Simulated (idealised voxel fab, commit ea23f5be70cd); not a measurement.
Proc. module: voxel quadruple lines
Displayed cross-section: cut, width of 215 nm, square cells sized 5 nm.
How to read a cross-section here: the picture is a grid of square cells, written as bands going from the top down, and any band can span one or more rows of cells. The entry gives the band's vertical extent as a top height and a bottom height in nm, then its horizontal make-up as materials from left to right, each with a width in nm. "air" stands for empty space; a single material marked "throughout" fills the band edge to edge. Heights are measured from 0, the level below which the as-received wafer is all one material; the lowest band has no bottom and continues downward, written as in "z 0 and below". A width such as "30 to 40" changes by the same amount from each row of cells to the next, from the band's top row to its bottom row. For the purposes of this document, the phrase "identical to before" attached to a step denotes that no cell within the cross-section was modified by that step. What "closed voids" gives you is every empty space of 8 cells or more that is cut off from the top. Each appears as width x height at distance, with the distance taken from the left edge and width, height and distance all in nm. Post-settings text on a step line: simulator's own remark regarding the step. The line of a step may include "overlay nm". On a step with a mask, this value is how far to the right of its planned place the mask lay. A negative value means the mask lay to the left.
### These are the steps we planned for the process
1,RECEIVE,material Si
2,CONFORMAL_DEP,material Al2O3,thk nm 5
3,DIRECTIONAL_DEP,material TiN,thk nm 15
4,DIRECTIONAL_DEP,material polySi,thk nm 15
5,DIRECTIONAL_DEP,material aC,thk nm 20
6,PATTERN,tone cover,mask id MANDREL,material resist,width nm 20,thk nm 30,overlay nm 0
7,DIRECTIONAL_ETCH,etch materials aC,depth nm 20
8,STRIP,etch materials resist
9,CONFORMAL_DEP,material SiO2,thk nm 10
10,DIRECTIONAL_ETCH,etch materials SiO2,depth nm 10
11,STRIP,etch materials aC
12,DIRECTIONAL_ETCH,etch materials polySi,depth nm 15
13,STRIP,etch materials SiO2
14,CONFORMAL_DEP,material SiCN,thk nm 5
15,DIRECTIONAL_ETCH,etch materials SiCN,depth nm 5
16,STRIP,etch materials polySi
17,DIRECTIONAL_ETCH,etch materials TiN,depth nm 15
18,STRIP,etch materials SiCN
### First of two wafers - as planned
### As-received wafer cross-section (after step 1)
	z 0 and below = Si throughout
	closed voids: none
### Cross-section of the wafer subsequent to step 2
	z 5 to 0 = Al2O3 throughout
	Note: structure below 0 unchanged.
### Cross-section of the wafer subsequent to step 3
	z 20 to 5 = TiN throughout
	Note: structure below 5 unchanged.
### Cross-section of the wafer subsequent to step 4
	z 35 to 20 = polySi throughout
	Note: structure below 20 unchanged.
### Cross-section of the wafer subsequent to step 5
	z 55 to 35 = aC throughout
	Note: structure below 35 unchanged.
### Cross-section of the wafer subsequent to step 6
	z 85 to 55 = air: 95 | resist: 20 | air: 100
	Note: structure below 55 unchanged.
### Cross-section of the wafer subsequent to step 7
	z 65 to 55 = air: 95 | resist: 20 | air: 100
	z 55 to 35 = air: 95 | aC: 20 | air: 100
	Note: structure below 35 unchanged.
### Cross-section of the wafer subsequent to step 8
	z 55 to 35 = air: 95 | aC: 20 | air: 100
	Note: structure below 35 unchanged.
### Cross-section of the wafer subsequent to step 9
	z 65 to 55 = air: 85 | SiO2: 40 | air: 90
	z 55 to 45 = air: 85 | SiO2: 10 | aC: 20 | SiO2: 10 | air: 90
	z 45 to 35 = SiO2: 95 | aC: 20 | SiO2: 100
	Note: structure below 35 unchanged.
### Cross-section of the wafer subsequent to step 10
	z 55 to 35 = air: 85 | SiO2: 10 | aC: 20 | SiO2: 10 | air: 90
	Note: structure below 35 unchanged.
### Cross-section of the wafer subsequent to step 11
	z 55 to 35 = air: 85 | SiO2: 10 | air: 20 | SiO2: 10 | air: 90
	Note: structure below 35 unchanged.
### Cross-section of the wafer subsequent to step 12
	z 55 to 35 = air: 85 | SiO2: 10 | air: 20 | SiO2: 10 | air: 90
	z 35 to 20 = air: 85 | polySi: 10 | air: 20 | polySi: 10 | air: 90
	Note: structure below 20 unchanged.
### Cross-section of the wafer subsequent to step 13
	z 35 to 20 = air: 85 | polySi: 10 | air: 20 | polySi: 10 | air: 90
	Note: structure below 20 unchanged.
### Cross-section of the wafer subsequent to step 14
	z 40 to 35 = air: 80 | SiCN: 20 | air: 10 | SiCN: 20 | air: 85
	z 35 to 25 = air: 80 | SiCN: 5 | polySi: 10 | SiCN: 5 | air: 10 | SiCN: 5 | polySi: 10 | SiCN: 5 | air: 85
	z 25 to 20 = SiCN: 85 | polySi: 10 | SiCN: 20 | polySi: 10 | SiCN: 90
	Note: structure below 20 unchanged.
### Cross-section of the wafer subsequent to step 15
	z 35 to 20 = air: 80 | SiCN: 5 | polySi: 10 | SiCN: 5 | air: 10 | SiCN: 5 | polySi: 10 | SiCN: 5 | air: 85
	Note: structure below 20 unchanged.
### Cross-section of the wafer subsequent to step 16
	z 35 to 20 = air: 80 | SiCN: 5 | air: 10 | SiCN: 5 | air: 10 | SiCN: 5 | air: 10 | SiCN: 5 | air: 85
	Note: structure below 20 unchanged.
### Cross-section of the wafer subsequent to step 17
	z 35 to 20 = air: 80 | SiCN: 5 | air: 10 | SiCN: 5 | air: 10 | SiCN: 5 | air: 10 | SiCN: 5 | air: 85
	z 20 to 5 = air: 80 | TiN: 5 | air: 10 | TiN: 5 | air: 10 | TiN: 5 | air: 10 | TiN: 5 | air: 85
	Note: structure below 5 unchanged.
### Cross-section of the wafer subsequent to step 18
	z 20 to 5 = air: 80 | TiN: 5 | air: 10 | TiN: 5 | air: 10 | TiN: 5 | air: 10 | TiN: 5 | air: 85
	Note: structure below 5 unchanged.
### Second wafer, same starting state and plan as the first, one mistake in the run, identical through step 2
### X-section, second wafer, when step 3 was due to finish
	z 20 to 5 = polySi throughout
	Note: structure below 5 unchanged.
### X-section, second wafer, when step 4 was due to finish
	z 35 to 20 = TiN throughout
	Note: structure below 20 unchanged.
### X-section, second wafer, when step 5 was due to finish
	z 55 to 35 = aC throughout
	Note: structure below 35 unchanged.
### X-section, second wafer, when step 6 was due to finish
	z 85 to 55 = air: 95 | resist: 20 | air: 100
	Note: structure below 55 unchanged.
### X-section, second wafer, when step 7 was due to finish
	z 65 to 55 = air: 95 | resist: 20 | air: 100
	z 55 to 35 = air: 95 | aC: 20 | air: 100
	Note: structure below 35 unchanged.
### X-section, second wafer, when step 8 was due to finish
	z 55 to 35 = air: 95 | aC: 20 | air: 100
	Note: structure below 35 unchanged.
### X-section, second wafer, when step 9 was due to finish
	z 65 to 55 = air: 85 | SiO2: 40 | air: 90
	z 55 to 45 = air: 85 | SiO2: 10 | aC: 20 | SiO2: 10 | air: 90
	z 45 to 35 = SiO2: 95 | aC: 20 | SiO2: 100
	Note: structure below 35 unchanged.
### X-section, second wafer, when step 10 was due to finish
	z 55 to 35 = air: 85 | SiO2: 10 | aC: 20 | SiO2: 10 | air: 90
	Note: structure below 35 unchanged.
### X-section, second wafer, when step 11 was due to finish
	z 55 to 35 = air: 85 | SiO2: 10 | air: 20 | SiO2: 10 | air: 90
	Note: structure below 35 unchanged.
X-section, second wafer, when step 12 was due to finish: identical to before
### X-section, second wafer, when step 13 was due to finish
	z 35 to 20 = TiN throughout
	Note: structure below 20 unchanged.
### X-section, second wafer, when step 14 was due to finish
	z 40 to 35 = SiCN throughout
	Note: structure below 35 unchanged.
### X-section, second wafer, when step 15 was due to finish
	z 35 to 20 = TiN throughout
	Note: structure below 20 unchanged.
X-section, second wafer, when step 16 was due to finish: identical to before
### X-section, second wafer, when step 17 was due to finish
	z 20 to 5 = polySi throughout
	Note: structure below 5 unchanged.
X-section, second wafer, when step 18 was due to finish: identical to before
Processing error: contrary to the plan, steps 3 and 4 were processed in exchanged order
Bottom line after processing is that, in cells, the second wafer is up or down on some materials versus the first: 12 fewer of TiN, 129 more of polySi
